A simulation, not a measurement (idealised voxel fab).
process module | voxel released beams
cross-section cut | 165 nm wide | cells 5 nm
A cross-section is a grid of square cells, given in bands from the top down. A band is one or more rows of cells.
Each band's line starts with the height of the band's top and of its bottom, in nm. Then come its materials from left to right, each with its width in nm. One material with "throughout" fills the band from edge to edge. "air" is empty space.
Height 0 is the level under which the wafer as received is all one material. The lowest band goes on downwards, as in "0 down".
A width such as "30 to 40" changes by the same amount from each row of cells to the next, from the band's top row to its bottom row.
"no change" after a step means that no cell of the cross-section changed.
closed voids: empty space of 8 cells or more with no open way to the top, each as width x height at its distance from the left edge, in nm
after a step's settings: what the simulator itself notes on the step
overlay nm, on a step with a mask: how far to the right of its planned place the mask lay; to the left if negative
plan
1 op RECEIVE | material Si
2 op CONFORMAL_DEP | material SiN | thk nm 5
3 op DIRECTIONAL_DEP | material SiO2 | thk nm 20
4 op DIRECTIONAL_DEP | material aC | thk nm 15
5 op PATTERN | tone open | mask id ANCHOR | material resist | width nm 30 | thk nm 30 | overlay nm 0
6 op DIRECTIONAL_ETCH | etch materials aC | depth nm 15
7 op STRIP | etch materials resist
8 op DIRECTIONAL_ETCH | etch materials SiO2 | depth nm 20
9 op STRIP | etch materials aC
10 op CONFORMAL_DEP | material polySi | thk nm 10
11 op PATTERN | tone cover | mask id BEAM | material resist | width nm 75 | thk nm 15 | overlay nm 0
12 op DIRECTIONAL_ETCH | etch materials polySi | depth nm 10
13 op STRIP | etch materials resist
14 op STRIP | etch materials SiO2
first wafer, as planned
as received, after step 1
  0 down: Si throughout
  closed voids: none
after step 2
  5 to 0: SiN throughout
  below 0: unchanged
after step 3
  25 to 5: SiO2 throughout
  below 5: unchanged
after step 4
  40 to 25: aC throughout
  below 25: unchanged
after step 5
  70 to 40: resist 45 | air 30 | resist 90
  below 40: unchanged
after step 6
  55 to 40: resist 45 | air 30 | resist 90
  40 to 25: aC 45 | air 30 | aC 90
  below 25: unchanged
after step 7
  40 to 25: aC 45 | air 30 | aC 90
  below 25: unchanged
after step 8
  40 to 25: aC 45 | air 30 | aC 90
  25 to 5: SiO2 45 | air 30 | SiO2 90
  below 5: unchanged
after step 9
  25 to 5: SiO2 45 | air 30 | SiO2 90
  below 5: unchanged
after step 10
  35 to 25: polySi 55 | air 10 | polySi 100
  25 to 15: SiO2 45 | polySi 10 | air 10 | polySi 10 | SiO2 90
  15 to 5: SiO2 45 | polySi 30 | SiO2 90
  below 5: unchanged
after step 11
  50 to 35: air 40 | resist 75 | air 50
  35 to 25: polySi 55 | resist 10 | polySi 100
  25 to 15: SiO2 45 | polySi 10 | resist 10 | polySi 10 | SiO2 90
  below 15: unchanged
after step 12
  50 to 35: air 40 | resist 75 | air 50
  35 to 25: air 40 | polySi 15 | resist 10 | polySi 50 | air 50
  below 25: unchanged
after step 13
  35 to 25: air 40 | polySi 15 | air 10 | polySi 50 | air 50
  25 to 15: SiO2 45 | polySi 10 | air 10 | polySi 10 | SiO2 90
  below 15: unchanged
after step 14
  35 to 25: air 40 | polySi 15 | air 10 | polySi 50 | air 50
  25 to 15: air 45 | polySi 10 | air 10 | polySi 10 | air 90
  15 to 5: air 45 | polySi 30 | air 90
  below 5: unchanged
second wafer: like start, like plan, one mistake. Through step 1 it matches the first wafer
when step 2 should have ended: no change
when step 3 should have ended
  20 to 0: SiO2 throughout
  below 0: unchanged
when step 4 should have ended
  35 to 20: aC throughout
  below 20: unchanged
when step 5 should have ended
  65 to 35: resist 45 | air 30 | resist 90
  below 35: unchanged
when step 6 should have ended
  50 to 35: resist 45 | air 30 | resist 90
  35 to 20: aC 45 | air 30 | aC 90
  below 20: unchanged
when step 7 should have ended
  35 to 20: aC 45 | air 30 | aC 90
  below 20: unchanged
when step 8 should have ended
  35 to 20: aC 45 | air 30 | aC 90
  20 to 0: SiO2 45 | air 30 | SiO2 90
  below 0: unchanged
when step 9 should have ended
  20 to 0: SiO2 45 | air 30 | SiO2 90
  below 0: unchanged
when step 10 should have ended
  30 to 20: polySi 55 | air 10 | polySi 100
  20 to 10: SiO2 45 | polySi 10 | air 10 | polySi 10 | SiO2 90
  10 to 0: SiO2 45 | polySi 30 | SiO2 90
  below 0: unchanged
when step 11 should have ended
  45 to 30: air 40 | resist 75 | air 50
  30 to 20: polySi 55 | resist 10 | polySi 100
  20 to 10: SiO2 45 | polySi 10 | resist 10 | polySi 10 | SiO2 90
  below 10: unchanged
when step 12 should have ended
  45 to 30: air 40 | resist 75 | air 50
  30 to 20: air 40 | polySi 15 | resist 10 | polySi 50 | air 50
  below 20: unchanged
when step 13 should have ended
  30 to 20: air 40 | polySi 15 | air 10 | polySi 50 | air 50
  20 to 10: SiO2 45 | polySi 10 | air 10 | polySi 10 | SiO2 90
  below 10: unchanged
when step 14 should have ended
  30 to 20: air 40 | polySi 15 | air 10 | polySi 50 | air 50
  20 to 10: air 45 | polySi 10 | air 10 | polySi 10 | air 90
  10 to 0: air 45 | polySi 30 | air 90
  below 0: unchanged
what went wrong: step 2 was left out
at the end the second wafer has, in cells: 33 fewer of SiN
